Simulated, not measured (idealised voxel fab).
process module | voxel released beams
cross-section cut | 185 nm wide | cells 5 nm
A cross-section is a grid of square cells, given in bands from the top down. A band is one or more rows of cells.
Each band's line starts with the height of the band's top and of its bottom, in nm. Then come its materials from left to right, each with its width in nm. One material with "throughout" fills the band from edge to edge. "air" is empty space.
Height 0 is the level under which the wafer as received is all one material. The lowest band goes on downwards, as in "0 down".
A width such as "30 to 40" changes by the same amount from each row of cells to the next, from the band's top row to its bottom row.
"no change" after a step means that no cell of the cross-section changed.
closed voids: empty space of 8 cells or more with no open way to the top, each as width x height at its distance from the left edge, in nm
after a step's settings: what the simulator itself notes on the step
overlay nm, on a step with a mask: how far to the right of its planned place the mask lay; to the left if negative
plan
1 op RECEIVE | material Si
2 op CONFORMAL_DEP | material SiN | thk nm 5
3 op DIRECTIONAL_DEP | material SiO2 | thk nm 10
4 op DIRECTIONAL_DEP | material aC | thk nm 10
5 op PATTERN | tone open | mask id ANCHOR | material resist | width nm 30 | thk nm 30 | overlay nm 0
6 op DIRECTIONAL_ETCH | etch materials aC | depth nm 10
7 op STRIP | etch materials resist
8 op DIRECTIONAL_ETCH | etch materials SiO2 | depth nm 5
9 op STRIP | etch materials aC
10 op CONFORMAL_DEP | material polySi | thk nm 10
11 op DIRECTIONAL_DEP | material aC | thk nm 15
12 op PATTERN | tone cover | mask id BEAM | material resist | width nm 80 | thk nm 35 | overlay nm 0
13 op DIRECTIONAL_ETCH | etch materials aC | depth nm 15
14 op STRIP | etch materials resist
15 op DIRECTIONAL_ETCH | etch materials polySi | depth nm 10
16 op STRIP | etch materials aC
17 op STRIP | etch materials SiO2
varied across the wafers: depth nm of step 8. The plan shows the first wafer's value. All wafers start alike
first wafer as received, after step 1
  0 down: Si throughout
  closed voids: none
first wafer at the end, after step 17
  5 to 0: SiN throughout
  0 down: Si throughout
  closed voids: none
last wafer at the end
  25 to 15: air 50 | polySi 15 | air 10 | polySi 55 | air 55
  15 to 5: air 55 | polySi 30 | air 100
  5 to 0: SiN throughout
  0 down: Si throughout
  closed voids: none
each wafer at the end: cells of each material gained (+) or lost (-) since it was received, then its closed voids
depth nm 5 | +37 SiN | closed voids: none
depth nm 10 | +37 SiN | +40 polySi | closed voids: none
depth nm 15 | +37 SiN | +40 polySi | closed voids: none
depth nm 20 | +37 SiN | +40 polySi | closed voids: none
depth nm 25 | +37 SiN | +40 polySi | closed voids: none
